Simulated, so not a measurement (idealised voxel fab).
This section sets out a process module, namely voxel fin reveal.
This is section cut - it's 155 nm across, gridded in 5 nm square cells.
Throughout this document, each cross-section is represented as a grid of square cells and is presented as a sequence of bands enumerated from the top downward, where a band comprises one or more rows of cells.
The band entry comprises the height of the band's top followed by the height of its bottom, expressed in nm, and subsequently the band's materials from left to right, each stated together with its width in nm. Where a single material is marked with the word "everywhere", that material fills the band from edge to edge. The word "air" represents empty space.
Height is counted from the level 0, under which the received wafer is composed throughout of one material. The lowest of the bands is not closed at the bottom but continues downward, in the notation "0 and below".
A two-number width, for instance "30 to 40", indicates that the width is equal to the first number in the top row of the band and to the second number in the bottom row, and that it changes by a constant amount per row of cells.
What does "nothing was modified" mean for a step? It means no cell of the cross-section changed in that step.
What "Entrapped voids" gives you is every empty space of 8 cells or more that is cut off from the top. Each appears as width x height at distance, with the distance taken from the left edge and width, height and distance all in nm.
Anything after a step's settings on that line? It's the simulator's own note about the step.
"overlay nm" denotes, for a step that has a mask, the displacement of the mask to the right of its planned place, with negative values corresponding to the left.
Planned process steps
1: RECEIVE | material Si
2: CONFORMAL_DEP | material SiN | thk nm 5
3: MASKED_ETCH | tone cover | mask id FINS | width nm 15 | pitch nm 40 | etch materials SiN | depth nm 5 | overlay nm 0
4: MASKED_ETCH | tone cover | mask id FINS | width nm 15 | pitch nm 40 | etch materials Si | depth nm 35 | overlay nm 0
5: OXIDIZE | depth nm 5
6: FILL_DEP | material SiO2 | thk nm 10
7: CMP | height nm 5
8: SELECTIVE_ETCH | etch materials SiO2 | depth nm 30
9: STRIP | etch materials SiN
Here's what the wafer looked like in cross-section when it arrived - that's after step 1
    0 and below  Si everywhere
    Entrapped voids: none
One mistake in running the module, otherwise start and plan as above: cross-section at the end
    0 down to -5  Si 25; air 25; Si 15; air 25; Si 15; air 25; Si 25
    -5 and below  Si everywhere
    Entrapped voids: none
It is concluded that the wafer was processed incorrectly with respect to the plan, in that step 3 deviated from plan and actually ran as MASKED_ETCH | tone open | mask id FINS | width nm 15 | pitch nm 40 | etch materials SiN | depth nm 5 | overlay nm 0
